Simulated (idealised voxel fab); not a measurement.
process module | voxel double patterning
Square cell edge 5 nm, section width 160 nm, ID cut.
This document writes a cross-section as a grid whose cells are square, and gives it as bands, listed from the top down; one or more rows of cells form a band.
Each band's line starts with the height of the band's top and of its bottom, in nm. Then come its materials from left to right, each with its width in nm. One material with "throughout" fills the band from edge to edge. "blank" is empty space.
Height datum 0, below which the as-received substrate wafer is one material. Lowest band open at the bottom, running downward: "0..down".
The notation "30->40" denotes a width that varies across the rows of cells in the band, beginning at the first number in the top row, finishing at the second number in the bottom row, and changing by an identical amount from each row to the next.
The cross-section has no changed cell in any step marked "nothing was modified".
Voids not open to the top, 8 cells minimum: see "Cavities, closed". Written width x height at distance; distance is from the left edge; nm.
Step line, after settings: the simulator's comment on this step.
For masked steps, "overlay nm" on the step line gives how far right of plan the mask actually lay; a minus sign means it lay to the left.
Intended process steps:
- 1: RECEIVE | material Si
- 2: CONFORMAL_DEP | material SiO2 | thk nm 10
- 3: DIRECTIONAL_DEP | material polySi | thk nm 15
- 4: DIRECTIONAL_DEP | material SiCN | thk nm 10
- 5: MASKED_ETCH | tone open | mask id FIRST | width nm 15 | pitch nm 50 | etch materials SiCN | depth nm 10 | overlay nm 0
- 6: DIRECTIONAL_DEP | material aC | thk nm 10
- 7: PATTERN | tone open | mask id SECOND | material resist | width nm 15 | pitch nm 50 | thk nm 25 | overlay nm 0
- 8: DIRECTIONAL_ETCH | etch materials aC | depth nm 10
- 9: STRIP | etch materials resist
- 10: DIRECTIONAL_ETCH | etch materials SiCN | depth nm 10
- 11: STRIP | etch materials aC
- 12: DIRECTIONAL_ETCH | etch materials polySi | depth nm 15
- 13: STRIP | etch materials SiCN
Run as planned: first of two wafers:
So this is the incoming wafer in cross-section - it's already been through step 1:
- 0..down: Si throughout
- Cavities, closed: none
Take a look at the wafer's cross-section after step 2:
- 10..0: SiO2 throughout
- Below 0, the layers are the same as they were.
Take a look at the wafer's cross-section after step 3:
- 25..10: polySi throughout
- Below 10, the layers are the same as they were.
Take a look at the wafer's cross-section after step 4:
- 35..25: SiCN throughout
- Below 25, the layers are the same as they were.
Take a look at the wafer's cross-section after step 5:
- 35..25: SiCN 20; blank 15; SiCN 35; blank 15; SiCN 35; blank 15; SiCN 25
- Below 25, the layers are the same as they were.
Take a look at the wafer's cross-section after step 6:
- 45..35: aC 20; blank 15; aC 35; blank 15; aC 35; blank 15; aC 25
- 35..25: SiCN 20; aC 15; SiCN 35; aC 15; SiCN 35; aC 15; SiCN 25
- Below 25, the layers are the same as they were.
Take a look at the wafer's cross-section after step 7:
- 70..45: resist 45; blank 15; resist 35; blank 15; resist 50
- 45..35: aC 20; resist 15; aC 35; resist 15; aC 35; resist 15; aC 25
- Below 35, the layers are the same as they were.
Take a look at the wafer's cross-section after step 8:
- 60..45: resist 45; blank 15; resist 35; blank 15; resist 50
- 45..35: aC 20; resist 15; aC 10; blank 15; aC 10; resist 15; aC 10; blank 15; aC 10; resist 15; aC 25
- Below 35, the layers are the same as they were.
Take a look at the wafer's cross-section after step 9:
- 45..35: aC 20; blank 15; aC 10; blank 15; aC 10; blank 15; aC 10; blank 15; aC 10; blank 15; aC 25
- Below 35, the layers are the same as they were.
Take a look at the wafer's cross-section after step 10:
- 45..35: aC 20; blank 15; aC 10; blank 15; aC 10; blank 15; aC 10; blank 15; aC 10; blank 15; aC 25
- 35..25: SiCN 20; aC 15; SiCN 10; blank 15; SiCN 10; aC 15; SiCN 10; blank 15; SiCN 10; aC 15; SiCN 25
- Below 25, the layers are the same as they were.
Take a look at the wafer's cross-section after step 11:
- 35..25: SiCN 20; blank 15; SiCN 10; blank 15; SiCN 10; blank 15; SiCN 10; blank 15; SiCN 10; blank 15; SiCN 25
- Below 25, the layers are the same as they were.
Take a look at the wafer's cross-section after step 12:
- 35..25: SiCN 20; blank 15; SiCN 10; blank 15; SiCN 10; blank 15; SiCN 10; blank 15; SiCN 10; blank 15; SiCN 25
- 25..10: polySi 20; blank 15; polySi 10; blank 15; polySi 10; blank 15; polySi 10; blank 15; polySi 10; blank 15; polySi 25
- Below 10, the layers are the same as they were.
Take a look at the wafer's cross-section after step 13:
- 25..10: polySi 20; blank 15; polySi 10; blank 15; polySi 10; blank 15; polySi 10; blank 15; polySi 10; blank 15; polySi 25
- Below 10, the layers are the same as they were.
The remaining wafer, second of the two, started like the first and was run to the same plan, except that one mistake was made along the way; the two coincide through step 1, inclusive:
Cross-sectional representation of the second wafer at the time designated in the plan for the completion of step 2:
- 15..0: polySi throughout
- Below 0, the layers are the same as they were.
Cross-sectional representation of the second wafer at the time designated in the plan for the completion of step 3:
- 25..15: SiO2 throughout
- Below 15, the layers are the same as they were.
Cross-sectional representation of the second wafer at the time designated in the plan for the completion of step 4:
- 35..25: SiCN throughout
- Below 25, the layers are the same as they were.
Cross-sectional representation of the second wafer at the time designated in the plan for the completion of step 5:
- 35..25: SiCN 20; blank 15; SiCN 35; blank 15; SiCN 35; blank 15; SiCN 25
- Below 25, the layers are the same as they were.
Cross-sectional representation of the second wafer at the time designated in the plan for the completion of step 6:
- 45..35: aC 20; blank 15; aC 35; blank 15; aC 35; blank 15; aC 25
- 35..25: SiCN 20; aC 15; SiCN 35; aC 15; SiCN 35; aC 15; SiCN 25
- Below 25, the layers are the same as they were.
Cross-sectional representation of the second wafer at the time designated in the plan for the completion of step 7:
- 70..45: resist 45; blank 15; resist 35; blank 15; resist 50
- 45..35: aC 20; resist 15; aC 35; resist 15; aC 35; resist 15; aC 25
- Below 35, the layers are the same as they were.
Cross-sectional representation of the second wafer at the time designated in the plan for the completion of step 8:
- 60..45: resist 45; blank 15; resist 35; blank 15; resist 50
- 45..35: aC 20; resist 15; aC 10; blank 15; aC 10; resist 15; aC 10; blank 15; aC 10; resist 15; aC 25
- Below 35, the layers are the same as they were.
Cross-sectional representation of the second wafer at the time designated in the plan for the completion of step 9:
- 45..35: aC 20; blank 15; aC 10; blank 15; aC 10; blank 15; aC 10; blank 15; aC 10; blank 15; aC 25
- Below 35, the layers are the same as they were.
Cross-sectional representation of the second wafer at the time designated in the plan for the completion of step 10:
- 45..35: aC 20; blank 15; aC 10; blank 15; aC 10; blank 15; aC 10; blank 15; aC 10; blank 15; aC 25
- 35..25: SiCN 20; aC 15; SiCN 10; blank 15; SiCN 10; aC 15; SiCN 10; blank 15; SiCN 10; aC 15; SiCN 25
- Below 25, the layers are the same as they were.
Cross-sectional representation of the second wafer at the time designated in the plan for the completion of step 11:
- 35..25: SiCN 20; blank 15; SiCN 10; blank 15; SiCN 10; blank 15; SiCN 10; blank 15; SiCN 10; blank 15; SiCN 25
- Below 25, the layers are the same as they were.
Cross-sectional representation of the second wafer at the time designated in the plan for the completion of step 12: nothing was modified
Cross-sectional representation of the second wafer at the time designated in the plan for the completion of step 13:
- 25..15: SiO2 throughout
- Below 15, the layers are the same as they were.
What was done differently from what was planned? sequence error: steps 2 and 3 interchanged
Wafer comparison, final, in cells, second relative to first, materials more or fewer: 45 more of polySi
